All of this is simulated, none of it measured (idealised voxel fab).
process module | voxel transistor to metal
cross-section cut | 275 nm wide | cells 5 nm
A cross-section is a grid of square cells, given in bands from the top down. A band is one or more rows of cells.
Each band's line starts with the height of the band's top and of its bottom, in nm. Then come its materials from left to right, each with its width in nm. One material with "throughout" fills the band from edge to edge. "air" is empty space.
Height 0 is the level under which the wafer as received is all one material. The lowest band goes on downwards, as in "0 down".
A width such as "30 to 40" changes by the same amount from each row of cells to the next, from the band's top row to its bottom row.
"no change" after a step means that no cell of the cross-section changed.
closed voids: empty space of 8 cells or more with no open way to the top, each as width x height at its distance from the left edge, in nm
after a step's settings: what the simulator itself notes on the step
overlay nm, on a step with a mask: how far to the right of its planned place the mask lay; to the left if negative
plan
1 op RECEIVE | material Si
2 op CONFORMAL_DEP | material SiO2 | thk nm 5
3 op CONFORMAL_DEP | material SiN | thk nm 10
4 op PATTERN | tone cover | mask id ACTIVE | material resist | width nm 105 | pitch nm 125 | thk nm 20 | overlay nm 0
5 op DIRECTIONAL_ETCH | etch materials SiN | depth nm 10
6 op DIRECTIONAL_ETCH | etch materials SiO2 | depth nm 5
7 op DIRECTIONAL_ETCH | etch materials Si | depth nm 30
8 op STRIP | etch materials resist
9 op FILL_DEP | material SiO2 | thk nm 15
10 op CMP | height nm 15
11 op SELECTIVE_ETCH | etch materials SiO2 | depth nm 5
12 op STRIP | etch materials SiN
13 op SELECTIVE_ETCH | etch materials SiO2 | depth nm 5
14 op OXIDIZE | depth nm 5
15 op DIRECTIONAL_DEP | material polySi | thk nm 20
16 op DIRECTIONAL_DEP | material SiCN | thk nm 10
17 op PATTERN | tone cover | mask id GATE | material resist | width nm 25 | pitch nm 125 | thk nm 20 | overlay nm 0
18 op DIRECTIONAL_ETCH | etch materials SiCN | depth nm 20
19 op DIRECTIONAL_ETCH | etch materials polySi | depth nm 30
20 op STRIP | etch materials resist
21 op CONFORMAL_DEP | material SiN | thk nm 10
22 op DIRECTIONAL_ETCH | etch materials SiN | depth nm 10
23 op DIRECTIONAL_ETCH | etch materials SiO2 | depth nm 5
24 op DIRECTIONAL_ETCH | etch materials Si | depth nm 10
25 op EPI | material SiGe | thk nm 15
26 op FILL_DEP | material SiO2 | thk nm 5
27 op CMP | height nm 30
28 op DIRECTIONAL_DEP | material SiO2 | thk nm 15
29 op DIRECTIONAL_DEP | material aC | thk nm 10
30 op PATTERN | tone open | mask id CONTACT | material resist | width nm 30 | thk nm 25 | overlay nm 0
31 op DIRECTIONAL_ETCH | etch materials aC | depth nm 10
32 op STRIP | etch materials resist
33 op DIRECTIONAL_ETCH | etch materials SiO2 | depth nm 35
34 op STRIP | etch materials aC
35 op CONFORMAL_DEP | material TiN | thk nm 5
36 op FILL_DEP | material W | thk nm 5
37 op CMP | height nm 45
38 op CONFORMAL_DEP | material SiCN | thk nm 5
39 op DIRECTIONAL_DEP | material lowk | thk nm 15
40 op MASKED_ETCH | tone open | mask id METAL_1 | width nm 20 | etch materials lowk | depth nm 15 | overlay nm 0
41 op MASKED_ETCH | tone open | mask id METAL_1 | width nm 20 | etch materials SiCN | depth nm 5 | overlay nm 0
42 op CONFORMAL_DEP | material TiN | thk nm 5
43 op FILL_DEP | material Ru | thk nm 5
44 op CMP | height nm 65
45 op CONFORMAL_DEP | material SiN | thk nm 5
first wafer, as planned
as received, after step 1
  0 down: Si throughout
  closed voids: none
after step 2
  5 to 0: SiO2 throughout
  below 0: unchanged
after step 3
  15 to 5: SiN throughout
  below 5: unchanged
after step 4
  35 to 15: air 20 | resist 105 | air 20 | resist 105 | air 25
  below 15: unchanged
after step 5
  35 to 15: air 20 | resist 105 | air 20 | resist 105 | air 25
  15 to 5: air 20 | SiN 105 | air 20 | SiN 105 | air 25
  below 5: unchanged
after step 6
  35 to 15: air 20 | resist 105 | air 20 | resist 105 | air 25
  15 to 5: air 20 | SiN 105 | air 20 | SiN 105 | air 25
  5 to 0: air 20 | SiO2 105 | air 20 | SiO2 105 | air 25
  below 0: unchanged
after step 7
  35 to 15: air 20 | resist 105 | air 20 | resist 105 | air 25
  15 to 5: air 20 | SiN 105 | air 20 | SiN 105 | air 25
  5 to 0: air 20 | SiO2 105 | air 20 | SiO2 105 | air 25
  0 to -30: air 20 | Si 105 | air 20 | Si 105 | air 25
  below -30: unchanged
after step 8
  15 to 5: air 20 | SiN 105 | air 20 | SiN 105 | air 25
  below 5: unchanged
after step 9
  30 to 15: SiO2 throughout
  15 to 5: SiO2 20 | SiN 105 | SiO2 20 | SiN 105 | SiO2 25
  5 to 0: SiO2 throughout
  0 to -30: SiO2 20 | Si 105 | SiO2 20 | Si 105 | SiO2 25
  below -30: unchanged
after step 10
  15 to 5: SiO2 20 | SiN 105 | SiO2 20 | SiN 105 | SiO2 25
  below 5: unchanged
after step 11
  15 to 10: air 20 | SiN 105 | air 20 | SiN 105 | air 25
  below 10: unchanged
after step 12
  10 to 5: SiO2 20 | air 105 | SiO2 20 | air 105 | SiO2 25
  below 5: unchanged
after step 13
  5 to 0: SiO2 15 | air 115 | SiO2 10 | air 115 | SiO2 20
  below 0: unchanged
after step 14
  5 to 0: SiO2 15 | air 115 | SiO2 10 | air 115 | SiO2 20
  0 to -5: SiO2 throughout
  below -5: unchanged
after step 15
  25 to 20: polySi 15 | air 115 | polySi 10 | air 115 | polySi 20
  20 to 5: polySi throughout
  5 to 0: SiO2 15 | polySi 115 | SiO2 10 | polySi 115 | SiO2 20
  below 0: unchanged
after step 16
  35 to 30: SiCN 15 | air 115 | SiCN 10 | air 115 | SiCN 20
  30 to 25: SiCN throughout
  25 to 20: polySi 15 | SiCN 115 | polySi 10 | SiCN 115 | polySi 20
  below 20: unchanged
after step 17
  55 to 35: air 60 | resist 25 | air 100 | resist 25 | air 65
  35 to 30: SiCN 15 | air 45 | resist 25 | air 45 | SiCN 10 | air 45 | resist 25 | air 45 | SiCN 20
  below 30: unchanged
after step 18
  55 to 30: air 60 | resist 25 | air 100 | resist 25 | air 65
  30 to 25: air 60 | SiCN 25 | air 100 | SiCN 25 | air 65
  25 to 20: polySi 15 | air 45 | SiCN 25 | air 45 | polySi 10 | air 45 | SiCN 25 | air 45 | polySi 20
  below 20: unchanged
after step 19
  55 to 30: air 60 | resist 25 | air 100 | resist 25 | air 65
  30 to 20: air 60 | SiCN 25 | air 100 | SiCN 25 | air 65
  20 to 5: air 60 | polySi 25 | air 100 | polySi 25 | air 65
  5 to 0: SiO2 15 | air 45 | polySi 25 | air 45 | SiO2 10 | air 45 | polySi 25 | air 45 | SiO2 20
  below 0: unchanged
after step 20
  30 to 20: air 60 | SiCN 25 | air 100 | SiCN 25 | air 65
  below 20: unchanged
after step 21
  40 to 30: air 50 | SiN 45 | air 80 | SiN 45 | air 55
  30 to 20: air 50 | SiN 10 | SiCN 25 | SiN 10 | air 80 | SiN 10 | SiCN 25 | SiN 10 | air 55
  20 to 15: air 50 | SiN 10 | polySi 25 | SiN 10 | air 80 | SiN 10 | polySi 25 | SiN 10 | air 55
  15 to 10: SiN 25 | air 25 | SiN 10 | polySi 25 | SiN 10 | air 25 | SiN 30 | air 25 | SiN 10 | polySi 25 | SiN 10 | air 25 | SiN 30
  10 to 5: SiN 60 | polySi 25 | SiN 100 | polySi 25 | SiN 65
  5 to 0: SiO2 15 | SiN 45 | polySi 25 | SiN 45 | SiO2 10 | SiN 45 | polySi 25 | SiN 45 | SiO2 20
  below 0: unchanged
after step 22
  30 to 20: air 50 | SiN 10 | SiCN 25 | SiN 10 | air 80 | SiN 10 | SiCN 25 | SiN 10 | air 55
  20 to 5: air 50 | SiN 10 | polySi 25 | SiN 10 | air 80 | SiN 10 | polySi 25 | SiN 10 | air 55
  5 to 0: SiO2 15 | SiN 10 | air 25 | SiN 10 | polySi 25 | SiN 10 | air 25 | SiN 10 | SiO2 10 | SiN 10 | air 25 | SiN 10 | polySi 25 | SiN 10 | air 25 | SiN 10 | SiO2 20
  below 0: unchanged
after step 23
  30 to 20: air 50 | SiN 10 | SiCN 25 | SiN 10 | air 80 | SiN 10 | SiCN 25 | SiN 10 | air 55
  20 to 5: air 50 | SiN 10 | polySi 25 | SiN 10 | air 80 | SiN 10 | polySi 25 | SiN 10 | air 55
  5 to 0: air 15 | SiN 10 | air 25 | SiN 10 | polySi 25 | SiN 10 | air 25 | SiN 10 | air 10 | SiN 10 | air 25 | SiN 10 | polySi 25 | SiN 10 | air 25 | SiN 10 | air 20
  0 to -5: SiO2 25 | air 25 | SiO2 45 | air 25 | SiO2 30 | air 25 | SiO2 45 | air 25 | SiO2 30
  below -5: unchanged
after step 24
  30 to 20: air 50 | SiN 10 | SiCN 25 | SiN 10 | air 80 | SiN 10 | SiCN 25 | SiN 10 | air 55
  20 to 5: air 50 | SiN 10 | polySi 25 | SiN 10 | air 80 | SiN 10 | polySi 25 | SiN 10 | air 55
  5 to 0: air 15 | SiN 10 | air 25 | SiN 10 | polySi 25 | SiN 10 | air 25 | SiN 10 | air 10 | SiN 10 | air 25 | SiN 10 | polySi 25 | SiN 10 | air 25 | SiN 10 | air 20
  0 to -5: SiO2 25 | air 25 | SiO2 45 | air 25 | SiO2 30 | air 25 | SiO2 45 | air 25 | SiO2 30
  -5 to -15: SiO2 20 | Si 5 | air 25 | Si 45 | air 25 | Si 5 | SiO2 20 | Si 5 | air 25 | Si 45 | air 25 | Si 5 | SiO2 25
  below -15: unchanged
after step 25
  30 to 20: air 50 | SiN 10 | SiCN 25 | SiN 10 | air 80 | SiN 10 | SiCN 25 | SiN 10 | air 55
  20 to 10: air 50 | SiN 10 | polySi 25 | SiN 10 | air 80 | SiN 10 | polySi 25 | SiN 10 | air 55
  10 to 5: air 20 | SiGe 30 | SiN 10 | polySi 25 | SiN 10 | SiGe 30 | air 20 | SiGe 30 | SiN 10 | polySi 25 | SiN 10 | SiGe 30 | air 25
  5 to 0: air 15 | SiN 10 | SiGe 25 | SiN 10 | polySi 25 | SiN 10 | SiGe 25 | SiN 10 | air 10 | SiN 10 | SiGe 25 | SiN 10 | polySi 25 | SiN 10 | SiGe 25 | SiN 10 | air 20
  0 to -5: SiO2 25 | SiGe 25 | SiO2 45 | SiGe 25 | SiO2 30 | SiGe 25 | SiO2 45 | SiGe 25 | SiO2 30
  -5 to -15: SiO2 20 | Si 5 | SiGe 25 | Si 45 | SiGe 25 | Si 5 | SiO2 20 | Si 5 | SiGe 25 | Si 45 | SiGe 25 | Si 5 | SiO2 25
  below -15: unchanged
after step 26
  35 to 30: SiO2 throughout
  30 to 20: SiO2 50 | SiN 10 | SiCN 25 | SiN 10 | SiO2 80 | SiN 10 | SiCN 25 | SiN 10 | SiO2 55
  20 to 10: SiO2 50 | SiN 10 | polySi 25 | SiN 10 | SiO2 80 | SiN 10 | polySi 25 | SiN 10 | SiO2 55
  10 to 5: SiO2 20 | SiGe 30 | SiN 10 | polySi 25 | SiN 10 | SiGe 30 | SiO2 20 | SiGe 30 | SiN 10 | polySi 25 | SiN 10 | SiGe 30 | SiO2 25
  5 to 0: SiO2 15 | SiN 10 | SiGe 25 | SiN 10 | polySi 25 | SiN 10 | SiGe 25 | SiN 10 | SiO2 10 | SiN 10 | SiGe 25 | SiN 10 | polySi 25 | SiN 10 | SiGe 25 | SiN 10 | SiO2 20
  below 0: unchanged
after step 27
  30 to 20: SiO2 50 | SiN 10 | SiCN 25 | SiN 10 | SiO2 80 | SiN 10 | SiCN 25 | SiN 10 | SiO2 55
  below 20: unchanged
after step 28
  45 to 30: SiO2 throughout
  below 30: unchanged
after step 29
  55 to 45: aC throughout
  below 45: unchanged
after step 30
  80 to 55: resist 25 | air 30 | resist 35 | air 30 | resist 30 | air 30 | resist 35 | air 30 | resist 30
  below 55: unchanged
after step 31
  70 to 55: resist 25 | air 30 | resist 35 | air 30 | resist 30 | air 30 | resist 35 | air 30 | resist 30
  55 to 45: aC 25 | air 30 | aC 35 | air 30 | aC 30 | air 30 | aC 35 | air 30 | aC 30
  below 45: unchanged
after step 32
  55 to 45: aC 25 | air 30 | aC 35 | air 30 | aC 30 | air 30 | aC 35 | air 30 | aC 30
  below 45: unchanged
after step 33
  55 to 45: aC 25 | air 30 | aC 35 | air 30 | aC 30 | air 30 | aC 35 | air 30 | aC 30
  45 to 30: SiO2 25 | air 30 | SiO2 35 | air 30 | SiO2 30 | air 30 | SiO2 35 | air 30 | SiO2 30
  30 to 20: SiO2 25 | air 25 | SiN 10 | SiCN 25 | SiN 10 | air 25 | SiO2 30 | air 25 | SiN 10 | SiCN 25 | SiN 10 | air 25 | SiO2 30
  20 to 10: SiO2 25 | air 25 | SiN 10 | polySi 25 | SiN 10 | air 25 | SiO2 30 | air 25 | SiN 10 | polySi 25 | SiN 10 | air 25 | SiO2 30
  below 10: unchanged
after step 34
  45 to 30: SiO2 25 | air 30 | SiO2 35 | air 30 | SiO2 30 | air 30 | SiO2 35 | air 30 | SiO2 30
  below 30: unchanged
after step 35
  50 to 45: TiN 30 | air 20 | TiN 45 | air 20 | TiN 40 | air 20 | TiN 45 | air 20 | TiN 35
  45 to 35: SiO2 25 | TiN 5 | air 20 | TiN 5 | SiO2 35 | TiN 5 | air 20 | TiN 5 | SiO2 30 | TiN 5 | air 20 | TiN 5 | SiO2 35 | TiN 5 | air 20 | TiN 5 | SiO2 30
  35 to 30: SiO2 25 | TiN 5 | air 15 | TiN 10 | SiO2 35 | TiN 10 | air 15 | TiN 5 | SiO2 30 | TiN 5 | air 15 | TiN 10 | SiO2 35 | TiN 10 | air 15 | TiN 5 | SiO2 30
  30 to 20: SiO2 25 | TiN 5 | air 15 | TiN 5 | SiN 10 | SiCN 25 | SiN 10 | TiN 5 | air 15 | TiN 5 | SiO2 30 | TiN 5 | air 15 | TiN 5 | SiN 10 | SiCN 25 | SiN 10 | TiN 5 | air 15 | TiN 5 | SiO2 30
  20 to 15: SiO2 25 | TiN 5 | air 15 | TiN 5 | SiN 10 | polySi 25 | SiN 10 | TiN 5 | air 15 | TiN 5 | SiO2 30 | TiN 5 | air 15 | TiN 5 | SiN 10 | polySi 25 | SiN 10 | TiN 5 | air 15 | TiN 5 | SiO2 30
  15 to 10: SiO2 25 | TiN 25 | SiN 10 | polySi 25 | SiN 10 | TiN 25 | SiO2 30 | TiN 25 | SiN 10 | polySi 25 | SiN 10 | TiN 25 | SiO2 30
  below 10: unchanged
after step 36
  55 to 50: W throughout
  50 to 45: TiN 30 | W 20 | TiN 45 | W 20 | TiN 40 | W 20 | TiN 45 | W 20 | TiN 35
  45 to 35: SiO2 25 | TiN 5 | W 20 | TiN 5 | SiO2 35 | TiN 5 | W 20 | TiN 5 | SiO2 30 | TiN 5 | W 20 | TiN 5 | SiO2 35 | TiN 5 | W 20 | TiN 5 | SiO2 30
  35 to 30: SiO2 25 | TiN 5 | W 15 | TiN 10 | SiO2 35 | TiN 10 | W 15 | TiN 5 | SiO2 30 | TiN 5 | W 15 | TiN 10 | SiO2 35 | TiN 10 | W 15 | TiN 5 | SiO2 30
  30 to 20: SiO2 25 | TiN 5 | W 15 | TiN 5 | SiN 10 | SiCN 25 | SiN 10 | TiN 5 | W 15 | TiN 5 | SiO2 30 | TiN 5 | W 15 | TiN 5 | SiN 10 | SiCN 25 | SiN 10 | TiN 5 | W 15 | TiN 5 | SiO2 30
  20 to 15: SiO2 25 | TiN 5 | W 15 | TiN 5 | SiN 10 | polySi 25 | SiN 10 | TiN 5 | W 15 | TiN 5 | SiO2 30 | TiN 5 | W 15 | TiN 5 | SiN 10 | polySi 25 | SiN 10 | TiN 5 | W 15 | TiN 5 | SiO2 30
  below 15: unchanged
after step 37
  45 to 35: SiO2 25 | TiN 5 | W 20 | TiN 5 | SiO2 35 | TiN 5 | W 20 | TiN 5 | SiO2 30 | TiN 5 | W 20 | TiN 5 | SiO2 35 | TiN 5 | W 20 | TiN 5 | SiO2 30
  below 35: unchanged
after step 38
  50 to 45: SiCN throughout
  below 45: unchanged
after step 39
  65 to 50: lowk throughout
  below 50: unchanged
after step 40
  65 to 50: lowk 25 | air 20 | lowk 55 | air 20 | lowk 30 | air 20 | lowk 55 | air 20 | lowk 30
  below 50: unchanged
after step 41
  65 to 50: lowk 25 | air 20 | lowk 55 | air 20 | lowk 30 | air 20 | lowk 55 | air 20 | lowk 30
  50 to 45: SiCN 25 | air 20 | SiCN 55 | air 20 | SiCN 30 | air 20 | SiCN 55 | air 20 | SiCN 30
  below 45: unchanged
after step 42
  70 to 65: TiN 30 | air 10 | TiN 65 | air 10 | TiN 40 | air 10 | TiN 65 | air 10 | TiN 35
  65 to 50: lowk 25 | TiN 5 | air 10 | TiN 5 | lowk 55 | TiN 5 | air 10 | TiN 5 | lowk 30 | TiN 5 | air 10 | TiN 5 | lowk 55 | TiN 5 | air 10 | TiN 5 | lowk 30
  50 to 45: SiCN 25 | TiN 20 | SiCN 55 | TiN 20 | SiCN 30 | TiN 20 | SiCN 55 | TiN 20 | SiCN 30
  below 45: unchanged
after step 43
  75 to 70: Ru throughout
  70 to 65: TiN 30 | Ru 10 | TiN 65 | Ru 10 | TiN 40 | Ru 10 | TiN 65 | Ru 10 | TiN 35
  65 to 50: lowk 25 | TiN 5 | Ru 10 | TiN 5 | lowk 55 | TiN 5 | Ru 10 | TiN 5 | lowk 30 | TiN 5 | Ru 10 | TiN 5 | lowk 55 | TiN 5 | Ru 10 | TiN 5 | lowk 30
  below 50: unchanged
after step 44
  65 to 50: lowk 25 | TiN 5 | Ru 10 | TiN 5 | lowk 55 | TiN 5 | Ru 10 | TiN 5 | lowk 30 | TiN 5 | Ru 10 | TiN 5 | lowk 55 | TiN 5 | Ru 10 | TiN 5 | lowk 30
  below 50: unchanged
after step 45
  70 to 65: SiN throughout
  below 65: unchanged
second wafer: like start, like plan, one mistake. Through step 9 it matches the first wafer
when step 10 should have ended: no change
when step 11 should have ended
  25 to 15: SiO2 throughout
  below 15: unchanged
when step 12 should have ended: no change
when step 13 should have ended
  20 to 15: SiO2 throughout
  below 15: unchanged
when step 14 should have ended: no change
when step 15 should have ended
  40 to 20: polySi throughout
  below 20: unchanged
when step 16 should have ended
  50 to 40: SiCN throughout
  below 40: unchanged
when step 17 should have ended
  70 to 50: air 60 | resist 25 | air 100 | resist 25 | air 65
  below 50: unchanged
when step 18 should have ended
  70 to 50: air 60 | resist 25 | air 100 | resist 25 | air 65
  50 to 40: air 60 | SiCN 25 | air 100 | SiCN 25 | air 65
  below 40: unchanged
when step 19 should have ended
  70 to 50: air 60 | resist 25 | air 100 | resist 25 | air 65
  50 to 40: air 60 | SiCN 25 | air 100 | SiCN 25 | air 65
  40 to 20: air 60 | polySi 25 | air 100 | polySi 25 | air 65
  below 20: unchanged
when step 20 should have ended
  50 to 40: air 60 | SiCN 25 | air 100 | SiCN 25 | air 65
  below 40: unchanged
when step 21 should have ended
  60 to 50: air 50 | SiN 45 | air 80 | SiN 45 | air 55
  50 to 40: air 50 | SiN 10 | SiCN 25 | SiN 10 | air 80 | SiN 10 | SiCN 25 | SiN 10 | air 55
  40 to 30: air 50 | SiN 10 | polySi 25 | SiN 10 | air 80 | SiN 10 | polySi 25 | SiN 10 | air 55
  30 to 20: SiN 60 | polySi 25 | SiN 100 | polySi 25 | SiN 65
  below 20: unchanged
when step 22 should have ended
  50 to 40: air 50 | SiN 10 | SiCN 25 | SiN 10 | air 80 | SiN 10 | SiCN 25 | SiN 10 | air 55
  40 to 20: air 50 | SiN 10 | polySi 25 | SiN 10 | air 80 | SiN 10 | polySi 25 | SiN 10 | air 55
  below 20: unchanged
when step 23 should have ended
  50 to 40: air 50 | SiN 10 | SiCN 25 | SiN 10 | air 80 | SiN 10 | SiCN 25 | SiN 10 | air 55
  40 to 20: air 50 | SiN 10 | polySi 25 | SiN 10 | air 80 | SiN 10 | polySi 25 | SiN 10 | air 55
  20 to 15: air 50 | SiO2 45 | air 80 | SiO2 45 | air 55
  below 15: unchanged
when step 24 should have ended: no change
when step 25 should have ended: no change
when step 26 should have ended
  55 to 50: SiO2 throughout
  50 to 40: SiO2 50 | SiN 10 | SiCN 25 | SiN 10 | SiO2 80 | SiN 10 | SiCN 25 | SiN 10 | SiO2 55
  40 to 20: SiO2 50 | SiN 10 | polySi 25 | SiN 10 | SiO2 80 | SiN 10 | polySi 25 | SiN 10 | SiO2 55
  20 to 15: SiO2 throughout
  below 15: unchanged
when step 27 should have ended
  30 to 20: SiO2 50 | SiN 10 | polySi 25 | SiN 10 | SiO2 80 | SiN 10 | polySi 25 | SiN 10 | SiO2 55
  below 20: unchanged
when step 28 should have ended
  45 to 30: SiO2 throughout
  below 30: unchanged
when step 29 should have ended
  55 to 45: aC throughout
  below 45: unchanged
when step 30 should have ended
  80 to 55: resist 25 | air 30 | resist 35 | air 30 | resist 30 | air 30 | resist 35 | air 30 | resist 30
  below 55: unchanged
when step 31 should have ended
  70 to 55: resist 25 | air 30 | resist 35 | air 30 | resist 30 | air 30 | resist 35 | air 30 | resist 30
  55 to 45: aC 25 | air 30 | aC 35 | air 30 | aC 30 | air 30 | aC 35 | air 30 | aC 30
  below 45: unchanged
when step 32 should have ended
  55 to 45: aC 25 | air 30 | aC 35 | air 30 | aC 30 | air 30 | aC 35 | air 30 | aC 30
  below 45: unchanged
when step 33 should have ended
  55 to 45: aC 25 | air 30 | aC 35 | air 30 | aC 30 | air 30 | aC 35 | air 30 | aC 30
  45 to 30: SiO2 25 | air 30 | SiO2 35 | air 30 | SiO2 30 | air 30 | SiO2 35 | air 30 | SiO2 30
  30 to 20: SiO2 25 | air 25 | SiN 10 | polySi 25 | SiN 10 | air 25 | SiO2 30 | air 25 | SiN 10 | polySi 25 | SiN 10 | air 25 | SiO2 30
  20 to 15: SiO2 25 | air 25 | SiO2 45 | air 25 | SiO2 30 | air 25 | SiO2 45 | air 25 | SiO2 30
  below 15: unchanged
when step 34 should have ended
  45 to 30: SiO2 25 | air 30 | SiO2 35 | air 30 | SiO2 30 | air 30 | SiO2 35 | air 30 | SiO2 30
  below 30: unchanged
when step 35 should have ended
  50 to 45: TiN 30 | air 20 | TiN 45 | air 20 | TiN 40 | air 20 | TiN 45 | air 20 | TiN 35
  45 to 35: SiO2 25 | TiN 5 | air 20 | TiN 5 | SiO2 35 | TiN 5 | air 20 | TiN 5 | SiO2 30 | TiN 5 | air 20 | TiN 5 | SiO2 35 | TiN 5 | air 20 | TiN 5 | SiO2 30
  35 to 30: SiO2 25 | TiN 5 | air 15 | TiN 10 | SiO2 35 | TiN 10 | air 15 | TiN 5 | SiO2 30 | TiN 5 | air 15 | TiN 10 | SiO2 35 | TiN 10 | air 15 | TiN 5 | SiO2 30
  30 to 20: SiO2 25 | TiN 5 | air 15 | TiN 5 | SiN 10 | polySi 25 | SiN 10 | TiN 5 | air 15 | TiN 5 | SiO2 30 | TiN 5 | air 15 | TiN 5 | SiN 10 | polySi 25 | SiN 10 | TiN 5 | air 15 | TiN 5 | SiO2 30
  20 to 15: SiO2 25 | TiN 25 | SiO2 45 | TiN 25 | SiO2 30 | TiN 25 | SiO2 45 | TiN 25 | SiO2 30
  below 15: unchanged
when step 36 should have ended
  55 to 50: W throughout
  50 to 45: TiN 30 | W 20 | TiN 45 | W 20 | TiN 40 | W 20 | TiN 45 | W 20 | TiN 35
  45 to 35: SiO2 25 | TiN 5 | W 20 | TiN 5 | SiO2 35 | TiN 5 | W 20 | TiN 5 | SiO2 30 | TiN 5 | W 20 | TiN 5 | SiO2 35 | TiN 5 | W 20 | TiN 5 | SiO2 30
  35 to 30: SiO2 25 | TiN 5 | W 15 | TiN 10 | SiO2 35 | TiN 10 | W 15 | TiN 5 | SiO2 30 | TiN 5 | W 15 | TiN 10 | SiO2 35 | TiN 10 | W 15 | TiN 5 | SiO2 30
  30 to 20: SiO2 25 | TiN 5 | W 15 | TiN 5 | SiN 10 | polySi 25 | SiN 10 | TiN 5 | W 15 | TiN 5 | SiO2 30 | TiN 5 | W 15 | TiN 5 | SiN 10 | polySi 25 | SiN 10 | TiN 5 | W 15 | TiN 5 | SiO2 30
  below 20: unchanged
when step 37 should have ended
  45 to 35: SiO2 25 | TiN 5 | W 20 | TiN 5 | SiO2 35 | TiN 5 | W 20 | TiN 5 | SiO2 30 | TiN 5 | W 20 | TiN 5 | SiO2 35 | TiN 5 | W 20 | TiN 5 | SiO2 30
  below 35: unchanged
when step 38 should have ended
  50 to 45: SiCN throughout
  below 45: unchanged
when step 39 should have ended
  65 to 50: lowk throughout
  below 50: unchanged
when step 40 should have ended
  65 to 50: lowk 25 | air 20 | lowk 55 | air 20 | lowk 30 | air 20 | lowk 55 | air 20 | lowk 30
  below 50: unchanged
when step 41 should have ended
  65 to 50: lowk 25 | air 20 | lowk 55 | air 20 | lowk 30 | air 20 | lowk 55 | air 20 | lowk 30
  50 to 45: SiCN 25 | air 20 | SiCN 55 | air 20 | SiCN 30 | air 20 | SiCN 55 | air 20 | SiCN 30
  below 45: unchanged
when step 42 should have ended
  70 to 65: TiN 30 | air 10 | TiN 65 | air 10 | TiN 40 | air 10 | TiN 65 | air 10 | TiN 35
  65 to 50: lowk 25 | TiN 5 | air 10 | TiN 5 | lowk 55 | TiN 5 | air 10 | TiN 5 | lowk 30 | TiN 5 | air 10 | TiN 5 | lowk 55 | TiN 5 | air 10 | TiN 5 | lowk 30
  50 to 45: SiCN 25 | TiN 20 | SiCN 55 | TiN 20 | SiCN 30 | TiN 20 | SiCN 55 | TiN 20 | SiCN 30
  below 45: unchanged
when step 43 should have ended
  75 to 70: Ru throughout
  70 to 65: TiN 30 | Ru 10 | TiN 65 | Ru 10 | TiN 40 | Ru 10 | TiN 65 | Ru 10 | TiN 35
  65 to 50: lowk 25 | TiN 5 | Ru 10 | TiN 5 | lowk 55 | TiN 5 | Ru 10 | TiN 5 | lowk 30 | TiN 5 | Ru 10 | TiN 5 | lowk 55 | TiN 5 | Ru 10 | TiN 5 | lowk 30
  below 50: unchanged
when step 44 should have ended
  65 to 50: lowk 25 | TiN 5 | Ru 10 | TiN 5 | lowk 55 | TiN 5 | Ru 10 | TiN 5 | lowk 30 | TiN 5 | Ru 10 | TiN 5 | lowk 55 | TiN 5 | Ru 10 | TiN 5 | lowk 30
  below 50: unchanged
when step 45 should have ended
  70 to 65: SiN throughout
  below 65: unchanged
what went wrong: step 10 was left out
at the end the second wafer has, in cells: 82 more of Si | 20 fewer of SiCN | 104 fewer of SiGe | 44 more of SiN | 38 more of SiO2 | 8 fewer of TiN | 12 fewer of W | 20 fewer of polySi
